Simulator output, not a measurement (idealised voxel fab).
process module | voxel ribs on slabs
Shown is cross-section cut, with a width of 240 nm and square cells of size 5 nm.
For the purposes of this document, a cross-section shall be understood as a grid of square cells, specified as bands listed in top-to-bottom order, each band consisting of one or more rows of cells. Band: top height; bottom height; in nm. Then, left to right: material with width in nm, for each material. "throughout": a single material spanning edge to edge. "empty": empty space. The level at which height equals 0 is the one under which the wafer, as it arrives, is entirely one material. No lower edge exists for the bottom band, which continues downward and is notated as in "0 nm and below". Top row gets the first number, bottom row gets the second, and each row in between changes by the same step: that is how a band width like "30->40" works. Step marked "nothing got changed"? Then no cell in the cross-section changed in it. "Sealed internal cavities": empty spaces of 8 cells or more with no open way to the top, each given as width x height at distance, distance from the left edge, all in nm. after a step's settings: what the simulator itself notes on the step. Among the settings permitted on a step's line is "overlay nm"; applied to a step with a mask, it specifies the extent to which the mask lay to the right of its planned position, whereas a negative figure signifies a position to the left.

THE PROCESS STEPS THAT WERE PLANNED ARE LISTED BELOW
1,RECEIVE | material Si
2,DIRECTIONAL_DEP | material SiO2 | thk nm 25
3,DIRECTIONAL_DEP | material SiN | thk nm 25
4,PATTERN | tone cover | mask id RIB | material resist | width nm 30 | thk nm 20 | overlay nm 0
5,DIRECTIONAL_ETCH | etch materials SiN | depth nm 5
6,STRIP | etch materials resist
7,PATTERN | tone cover | mask id SLAB | material resist | width nm 90 | thk nm 15 | overlay nm 0
8,DIRECTIONAL_ETCH | etch materials SiN | depth nm 20
9,STRIP | etch materials resist
10,FILL_DEP | material SiO2 | thk nm 20
11,CMP | height nm 65
12,DIRECTIONAL_DEP | material W | thk nm 5
13,DIRECTIONAL_DEP | material aC | thk nm 10
14,PATTERN | tone cover | mask id HEATER | material resist | width nm 40 | thk nm 30 | overlay nm 0
15,DIRECTIONAL_ETCH | etch materials aC | depth nm 10
16,STRIP | etch materials resist
17,DIRECTIONAL_ETCH | etch materials W | depth nm 5
18,STRIP | etch materials aC
19,CONFORMAL_DEP | material SiO2 | thk nm 5

CROSS-SECTION OF THE INCOMING WAFER, STATE AFTER STEP 1
    0 nm and below = Si throughout
    Sealed internal cavities: none

CROSS-SECTION AT MODULE END, ONE RUN ERROR; START AND PLAN UNCHANGED FROM ABOVE
    70 nm to 65 nm = empty=100; W=40; empty=100
    65 nm to 50 nm = SiO2 throughout
    50 nm to 45 nm = SiO2=105; SiN=30; SiO2=105
    45 nm to 25 nm = SiO2=75; SiN=90; SiO2=75
    25 nm to 0 nm = SiO2 throughout
    0 nm and below = Si throughout
    Sealed internal cavities: none
Heads up, the wafer didn't run the way we planned it: plan step 19: skipped, not run
